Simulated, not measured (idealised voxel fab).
You're looking at the process module voxel air gaps.
FYI the section here is cut, 140 nm wide, cells are 5 nm squares.
Bands, listed from the top down, are how a cross-section gets written in this document; the cross-section itself is a grid of square cells, and a band is one or more rows of them. Top, bottom (nm), then materials left to right with widths (nm); lone material tagged "everywhere" fills the whole band edge to edge; "air" = empty space. Heights are reckoned from 0. Under this level, the received wafer is all of one material. The bottommost band is open-ended downward, for example "top 0, no bottom". Read "30 to 40" as a graded width: first number on top, second number at the bottom, same change between each pair of neighbouring rows. The designation "no change", where it is given for a processing step, indicates that no cell of the cross-section was altered in the course of that step. Any empty space of 8 cells or more lacking an open way to the top shows up in "Sealed void listing" as width x height at distance, distance from the left edge, in nm. On each step's line, the part that comes after the settings is the simulator's own comment on the step. "overlay nm" answers the question of how far to the right of plan the mask lay on a step that has a mask, and when it is negative the answer is to the left.

List of planned process steps
| 1 | RECEIVE (material Si) |
| 2 | CONFORMAL_DEP (material SiO2; thk nm 15) |
| 3 | CONFORMAL_DEP (material SiN; thk nm 5) |
| 4 | DIRECTIONAL_DEP (material SiO2; thk nm 40) |
| 5 | DIRECTIONAL_DEP (material aC; thk nm 10) |
| 6 | PATTERN (tone open; mask id LINES; material resist; width nm 15; pitch nm 40; thk nm 25; overlay nm -5) |
| 7 | DIRECTIONAL_ETCH (etch materials aC; depth nm 10) |
| 8 | STRIP (etch materials resist) |
| 9 | DIRECTIONAL_ETCH (etch materials SiO2; depth nm 40) |
| 10 | STRIP (etch materials aC) |
| 11 | CONFORMAL_DEP (material TiN; thk nm 5) |
| 12 | FILL_DEP (material Ru; thk nm 5) |
| 13 | CMP (height nm 60) |
| 14 | EPI (material Ru; thk nm 10) |
| 15 | SELECTIVE_ETCH (etch materials SiO2; depth nm 50) |
| 16 | CONFORMAL_DEP (material SiCN; thk nm 5) |
Quick note for whoever runs this: the wafers start identical, but the overlay nm at step 6 isn't the same across them. The plan just shows what the first wafer had.

Cross-section of the first of several wafers as received (after step 1)
  top 0, no bottom | Si everywhere
  Sealed void listing: none

Basically each wafer gets a line in the table, showing it at the end of the module: material by material, the cells it gained (+) or lost (-) since we got it, then its closed voids
overlay nm -5 | +63 Ru | +104 SiCN | +28 SiN | +84 SiO2 | +51 TiN | Sealed void listing: 10 x 30 at 0; 15 x 30 at 35; 15 x 30 at 75
overlay nm 0 | +63 Ru | +104 SiCN | +28 SiN | +84 SiO2 | +51 TiN | Sealed void listing: 15 x 30 at 40; 15 x 30 at 80
overlay nm 5 | +63 Ru | +104 SiCN | +28 SiN | +84 SiO2 | +51 TiN | Sealed void listing: 15 x 30 at 45; 15 x 30 at 85
overlay nm 10 | +63 Ru | +104 SiCN | +28 SiN | +84 SiO2 | +51 TiN | Sealed void listing: 15 x 30 at 50; 15 x 30 at 90; 10 x 30 at 130
